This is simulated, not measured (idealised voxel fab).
The name of this process module is voxel self aligned contacts.
This is section cut - it's 270 nm across, gridded in 5 nm square cells.
In this document a cross-section is written as a grid of square cells. It is given as a series of bands, listed from the top down, and a band is one or more rows of cells. First you get the band's top height and its bottom height, in nm, and then the materials it's made of, left to right, with each width in nm. If you see a single material with "all across", that one covers the band edge to edge. "empty" is empty space. Heights are reckoned from 0. Under this level, the received wafer is all of one material. The bottommost band is open-ended downward, for example "0 and below". The width entry "30..40" should be interpreted row by row: the top row of cells in the band takes the first number, the bottom row takes the second number, and the change between adjacent rows is uniform throughout. Step note "nothing changed" = no cross-section cell changed. If an empty space has no open way to the top and is at least 8 cells in size, "Trapped void list" lists it, written width x height at distance, where distance is measured from the left edge and every value is in nm. Text after the settings on a step's line: the simulator's own remark on that step. overlay nm: for a step with a mask, the amount by which the mask lay right of where it was planned; a negative amount means left of it.
## plan
| 1 | RECEIVE with material Si |
| 2 | CONFORMAL_DEP with material SiO2, thk nm 5 |
| 3 | DIRECTIONAL_DEP with material polySi, thk nm 25 |
| 4 | DIRECTIONAL_DEP with material SiN, thk nm 25 |
| 5 | MASKED_ETCH with tone cover, mask id GATE, width nm 30, pitch nm 70, etch materials SiN, depth nm 25, overlay nm 0 |
| 6 | MASKED_ETCH with tone cover, mask id GATE, width nm 30, pitch nm 70, etch materials polySi, depth nm 25, overlay nm 0 |
| 7 | CONFORMAL_DEP with material SiN, thk nm 10 |
| 8 | DIRECTIONAL_ETCH with etch materials SiN, depth nm 5 |
| 9 | FILL_DEP with material SiO2, thk nm 15 |
| 10 | CMP with height nm 65 |
| 11 | MASKED_ETCH with tone open, mask id CONTACT, width nm 50, pitch nm 70, etch materials SiO2, depth nm 65, overlay nm 0 |
| 12 | CONFORMAL_DEP with material TiN, thk nm 5 |
| 13 | FILL_DEP with material W, thk nm 5 |
| 14 | CMP with height nm 65 |
| 15 | CONFORMAL_DEP with material SiN, thk nm 5 |
The plan shows the depth nm of step 8 as the first wafer had it; this setting differs between the wafers, which start out alike.
## As-received cross-section, first of several wafers, post step 1
0 and below: Si all across
Trapped void list: none
## Wafer cross-section (first of several) - module end, post step 15 (last step)
70 down to 65: SiN all across
65 down to 60: SiO2: 75  TiN: 20  W: 10  TiN: 20  SiO2: 20  TiN: 20  W: 10  TiN: 20  SiO2: 75
60 down to 30: SiO2: 40  SiN: 50  TiN: 5  W: 10  TiN: 5  SiN: 50  TiN: 5  W: 10  TiN: 5  SiN: 50  SiO2: 40
30 down to 15: SiO2: 40  SiN: 10  polySi: 30  SiN: 10  TiN: 5  W: 10  TiN: 5  SiN: 10  polySi: 30  SiN: 10  TiN: 5  W: 10  TiN: 5  SiN: 10  polySi: 30  SiN: 10  SiO2: 40
15 down to 10: SiO2: 40  SiN: 10  polySi: 30  SiN: 10  TiN: 20  SiN: 10  polySi: 30  SiN: 10  TiN: 20  SiN: 10  polySi: 30  SiN: 10  SiO2: 40
10 down to 5: SiN: 50  polySi: 30  SiN: 40  polySi: 30  SiN: 40  polySi: 30  SiN: 50
5 down to 0: SiO2 all across
0 and below: Si all across
Trapped void list: none
## Cross-section, last wafer, module completion
70 down to 65: SiN all across
65 down to 55: SiO2: 75  TiN: 5  W: 40  TiN: 5  SiO2: 20  TiN: 5  W: 40  TiN: 5  SiO2: 75
55 down to 50: SiO2: 75  TiN: 20  W: 10  TiN: 20  SiO2: 20  TiN: 20  W: 10  TiN: 20  SiO2: 75
50 down to 30: SiO2: 40  SiN: 50  TiN: 5  W: 10  TiN: 5  SiN: 50  TiN: 5  W: 10  TiN: 5  SiN: 50  SiO2: 40
30 down to 5: SiO2: 40  SiN: 10  polySi: 30  SiN: 10  TiN: 5  W: 10  TiN: 5  SiN: 10  polySi: 30  SiN: 10  TiN: 5  W: 10  TiN: 5  SiN: 10  polySi: 30  SiN: 10  SiO2: 40
5 down to 0: SiO2: 90  TiN: 20  SiO2: 50  TiN: 20  SiO2: 90
0 and below: Si all across
Trapped void list: none
## Heads up, this table goes wafer by wafer. A row tells you, at the end of the module, how many cells of each material that wafer has put on (+) or dropped (-) since it was received, and then its closed voids
depth nm 5, +318 SiN, +248 SiO2, +60 TiN, +40 W, +90 polySi, Trapped void list: none
depth nm 10, +264 SiN, +274 SiO2, +68 TiN, +60 W, +90 polySi, Trapped void list: none
depth nm 15, +234 SiN, +292 SiO2, +68 TiN, +72 W, +90 polySi, Trapped void list: none
